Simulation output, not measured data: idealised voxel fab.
process module | voxel capacitor over wiring
cross-section cut | 260 nm wide | cells 5 nm
A cross-section is a grid of square cells, given in bands from the top down. A band is one or more rows of cells.
Each band's line starts with the height of the band's top and of its bottom, in nm. Then come its materials from left to right, each with its width in nm. One material with "throughout" fills the band from edge to edge. "air" is empty space.
Height 0 is the level under which the wafer as received is all one material. The lowest band goes on downwards, as in "0 down".
A width such as "30 to 40" changes by the same amount from each row of cells to the next, from the band's top row to its bottom row.
"no change" after a step means that no cell of the cross-section changed.
closed voids: empty space of 8 cells or more with no open way to the top, each as width x height at its distance from the left edge, in nm
after a step's settings: what the simulator itself notes on the step
overlay nm, on a step with a mask: how far to the right of its planned place the mask lay; to the left if negative
plan
1 op RECEIVE | material Si
2 op CONFORMAL_DEP | material SiO2 | thk nm 15
3 op CONFORMAL_DEP | material SiCN | thk nm 5
4 op DIRECTIONAL_DEP | material SiO2 | thk nm 15
5 op MASKED_ETCH | tone open | mask id METAL_1 | width nm 30 | pitch nm 100 | etch materials SiO2 | depth nm 15 | overlay nm 0
6 op MASKED_ETCH | tone open | mask id METAL_1 | width nm 30 | pitch nm 100 | etch materials SiCN | depth nm 5 | overlay nm 0
7 op CONFORMAL_DEP | material TiN | thk nm 5
8 op FILL_DEP | material Cu | thk nm 5
9 op CMP | height nm 35
10 op EPI | material Ru | thk nm 5
11 op FILL_DEP | material SiCN | thk nm 5
12 op DIRECTIONAL_DEP | material SiO2 | thk nm 15
13 op MASKED_ETCH | tone open | mask id PLUG_1 | width nm 15 | etch materials SiO2 | depth nm 15 | overlay nm 0
14 op MASKED_ETCH | tone open | mask id PLUG_1 | width nm 15 | etch materials SiCN | depth nm 5 | overlay nm 0
15 op EPI | material Ru | thk nm 10
16 op EPI | material Ru | thk nm 10
17 op DIRECTIONAL_DEP | material TiN | thk nm 5
18 op DIRECTIONAL_DEP | material Al2O3 | thk nm 5
19 op DIRECTIONAL_DEP | material TiN | thk nm 10
20 op MASKED_ETCH | tone cover | mask id UPPER_PLATE | width nm 75 | etch materials TiN | depth nm 10 | overlay nm 0
21 op MASKED_ETCH | tone cover | mask id UPPER_PLATE | width nm 75 | etch materials Al2O3 | depth nm 5 | overlay nm 0
22 op PATTERN | tone cover | mask id LOWER_PLATE | material resist | width nm 85 | thk nm 15 | overlay nm 0
23 op DIRECTIONAL_ETCH | etch materials TiN | depth nm 5
24 op STRIP | etch materials resist
25 op FILL_DEP | material SiO2 | thk nm 20
26 op CMP | height nm 95
27 op PATTERN | tone open | mask id PLUG_2 | material resist | width nm 15 | thk nm 15 | overlay nm 0
28 op DIRECTIONAL_ETCH | etch materials SiO2 | depth nm 15
29 op STRIP | etch materials resist
30 op CONFORMAL_DEP | material TiN | thk nm 5
31 op FILL_DEP | material Ru | thk nm 10
32 op CMP | height nm 95
33 op CONFORMAL_DEP | material SiN | thk nm 5
first wafer, as planned
as received, after step 1
  0 down: Si throughout
  closed voids: none
after step 2
  15 to 0: SiO2 throughout
  below 0: unchanged
after step 3
  20 to 15: SiCN throughout
  below 15: unchanged
after step 4
  35 to 20: SiO2 throughout
  below 20: unchanged
after step 5
  35 to 20: SiO2 65 | air 30 | SiO2 70 | air 30 | SiO2 65
  below 20: unchanged
after step 6
  35 to 20: SiO2 65 | air 30 | SiO2 70 | air 30 | SiO2 65
  20 to 15: SiCN 65 | air 30 | SiCN 70 | air 30 | SiCN 65
  below 15: unchanged
after step 7
  40 to 35: TiN 70 | air 20 | TiN 80 | air 20 | TiN 70
  35 to 20: SiO2 65 | TiN 5 | air 20 | TiN 5 | SiO2 70 | TiN 5 | air 20 | TiN 5 | SiO2 65
  20 to 15: SiCN 65 | TiN 30 | SiCN 70 | TiN 30 | SiCN 65
  below 15: unchanged
after step 8
  45 to 40: Cu throughout
  40 to 35: TiN 70 | Cu 20 | TiN 80 | Cu 20 | TiN 70
  35 to 20: SiO2 65 | TiN 5 | Cu 20 | TiN 5 | SiO2 70 | TiN 5 | Cu 20 | TiN 5 | SiO2 65
  below 20: unchanged
after step 9
  35 to 20: SiO2 65 | TiN 5 | Cu 20 | TiN 5 | SiO2 70 | TiN 5 | Cu 20 | TiN 5 | SiO2 65
  below 20: unchanged
after step 10
  40 to 35: air 60 | Ru 40 | air 60 | Ru 40 | air 60
  below 35: unchanged
after step 11
  45 to 40: SiCN throughout
  40 to 35: SiCN 60 | Ru 40 | SiCN 60 | Ru 40 | SiCN 60
  below 35: unchanged
after step 12
  60 to 45: SiO2 throughout
  below 45: unchanged
after step 13
  60 to 45: SiO2 80 | air 15 | SiO2 165
  below 45: unchanged
after step 14
  60 to 45: SiO2 80 | air 15 | SiO2 165
  45 to 40: SiCN 80 | air 15 | SiCN 165
  below 40: unchanged
after step 15
  60 to 50: SiO2 80 | air 15 | SiO2 165
  50 to 45: SiO2 80 | Ru 15 | SiO2 165
  45 to 40: SiCN 80 | Ru 15 | SiCN 165
  below 40: unchanged
after step 16
  60 to 45: SiO2 80 | Ru 15 | SiO2 165
  below 45: unchanged
after step 17
  65 to 60: TiN throughout
  below 60: unchanged
after step 18
  70 to 65: Al2O3 throughout
  below 65: unchanged
after step 19
  80 to 70: TiN throughout
  below 70: unchanged
after step 20
  80 to 70: air 80 | TiN 75 | air 105
  below 70: unchanged
after step 21
  80 to 70: air 80 | TiN 75 | air 105
  70 to 65: air 80 | Al2O3 75 | air 105
  below 65: unchanged
after step 22
  95 to 80: air 75 | resist 85 | air 100
  80 to 70: air 75 | resist 5 | TiN 75 | resist 5 | air 100
  70 to 65: air 75 | resist 5 | Al2O3 75 | resist 5 | air 100
  below 65: unchanged
after step 23
  95 to 80: air 75 | resist 85 | air 100
  80 to 70: air 75 | resist 5 | TiN 75 | resist 5 | air 100
  70 to 65: air 75 | resist 5 | Al2O3 75 | resist 5 | air 100
  65 to 60: air 75 | TiN 85 | air 100
  below 60: unchanged
after step 24
  80 to 70: air 80 | TiN 75 | air 105
  70 to 65: air 80 | Al2O3 75 | air 105
  below 65: unchanged
after step 25
  100 to 80: SiO2 throughout
  80 to 70: SiO2 80 | TiN 75 | SiO2 105
  70 to 65: SiO2 80 | Al2O3 75 | SiO2 105
  65 to 60: SiO2 75 | TiN 85 | SiO2 100
  below 60: unchanged
after step 26
  95 to 80: SiO2 throughout
  below 80: unchanged
after step 27
  110 to 95: resist 90 | air 15 | resist 155
  below 95: unchanged
after step 28
  110 to 95: resist 90 | air 15 | resist 155
  95 to 80: SiO2 90 | air 15 | SiO2 155
  below 80: unchanged
after step 29
  95 to 80: SiO2 90 | air 15 | SiO2 155
  below 80: unchanged
after step 30
  100 to 95: TiN 95 | air 5 | TiN 160
  95 to 85: SiO2 90 | TiN 5 | air 5 | TiN 5 | SiO2 155
  85 to 80: SiO2 90 | TiN 15 | SiO2 155
  below 80: unchanged
after step 31
  110 to 100: Ru throughout
  100 to 95: TiN 95 | Ru 5 | TiN 160
  95 to 85: SiO2 90 | TiN 5 | Ru 5 | TiN 5 | SiO2 155
  below 85: unchanged
after step 32
  95 to 85: SiO2 90 | TiN 5 | Ru 5 | TiN 5 | SiO2 155
  below 85: unchanged
after step 33
  100 to 95: SiN throughout
  below 95: unchanged
second wafer: like start, like plan, one mistake. Through step 10 it matches the first wafer
when step 11 should have ended
  55 to 50: air 60 | SiO2 40 | air 60 | SiO2 40 | air 60
  50 to 40: SiO2 throughout
  40 to 35: SiO2 60 | Ru 40 | SiO2 60 | Ru 40 | SiO2 60
  below 35: unchanged
when step 12 should have ended
  60 to 55: SiCN throughout
  55 to 50: SiCN 60 | SiO2 40 | SiCN 60 | SiO2 40 | SiCN 60
  below 50: unchanged
when step 13 should have ended: no change
when step 14 should have ended
  60 to 55: SiCN 80 | air 15 | SiCN 165
  below 55: unchanged
when step 15 should have ended: no change
when step 16 should have ended: no change
when step 17 should have ended
  65 to 60: TiN 80 | air 15 | TiN 165
  60 to 55: SiCN 80 | TiN 15 | SiCN 165
  below 55: unchanged
when step 18 should have ended
  70 to 65: Al2O3 80 | air 15 | Al2O3 165
  65 to 60: TiN 80 | Al2O3 15 | TiN 165
  below 60: unchanged
when step 19 should have ended
  80 to 75: TiN 80 | air 15 | TiN 165
  75 to 70: TiN throughout
  70 to 65: Al2O3 80 | TiN 15 | Al2O3 165
  below 65: unchanged
when step 20 should have ended
  80 to 70: air 95 to 80 | TiN 60 to 75 | air 105
  below 70: unchanged
when step 21 should have ended
  80 to 70: air 95 to 80 | TiN 60 to 75 | air 105
  70 to 65: air 80 | TiN 15 | Al2O3 60 | air 105
  below 65: unchanged
when step 22 should have ended
  95 to 80: air 75 | resist 85 | air 100
  80 to 70: air 75 | resist 20 to 5 | TiN 60 to 75 | resist 5 | air 100
  70 to 65: air 75 | resist 5 | TiN 15 | Al2O3 60 | resist 5 | air 100
  below 65: unchanged
when step 23 should have ended
  95 to 80: air 75 | resist 85 | air 100
  80 to 70: air 75 | resist 20 to 5 | TiN 60 to 75 | resist 5 | air 100
  70 to 65: air 75 | resist 5 | TiN 15 | Al2O3 60 | resist 5 | air 100
  65 to 60: air 75 | TiN 5 | Al2O3 15 | TiN 65 | air 100
  below 60: unchanged
when step 24 should have ended
  80 to 70: air 95 to 80 | TiN 60 to 75 | air 105
  70 to 65: air 80 | TiN 15 | Al2O3 60 | air 105
  below 65: unchanged
when step 25 should have ended
  100 to 80: SiO2 throughout
  80 to 70: SiO2 95 to 80 | TiN 60 to 75 | SiO2 105
  70 to 65: SiO2 80 | TiN 15 | Al2O3 60 | SiO2 105
  65 to 60: SiO2 75 | TiN 5 | Al2O3 15 | TiN 65 | SiO2 100
  below 60: unchanged
when step 26 should have ended
  95 to 80: SiO2 throughout
  below 80: unchanged
when step 27 should have ended
  110 to 95: resist 90 | air 15 | resist 155
  below 95: unchanged
when step 28 should have ended
  110 to 95: resist 90 | air 15 | resist 155
  95 to 80: SiO2 90 | air 15 | SiO2 155
  below 80: unchanged
when step 29 should have ended
  95 to 80: SiO2 90 | air 15 | SiO2 155
  below 80: unchanged
when step 30 should have ended
  100 to 95: TiN 95 | air 5 | TiN 160
  95 to 85: SiO2 90 | TiN 5 | air 5 | TiN 5 | SiO2 155
  85 to 75: SiO2 90 to 95 | TiN 15 to 60 | SiO2 155 to 105
  below 75: unchanged
when step 31 should have ended
  110 to 100: Ru throughout
  100 to 95: TiN 95 | Ru 5 | TiN 160
  95 to 85: SiO2 90 | TiN 5 | Ru 5 | TiN 5 | SiO2 155
  below 85: unchanged
when step 32 should have ended
  95 to 85: SiO2 90 | TiN 5 | Ru 5 | TiN 5 | SiO2 155
  below 85: unchanged
when step 33 should have ended
  100 to 95: SiN throughout
  below 95: unchanged
what went wrong: steps 11 and 12 were swapped
at the end the second wafer has, in cells: 12 fewer of Ru | 12 more of SiO2
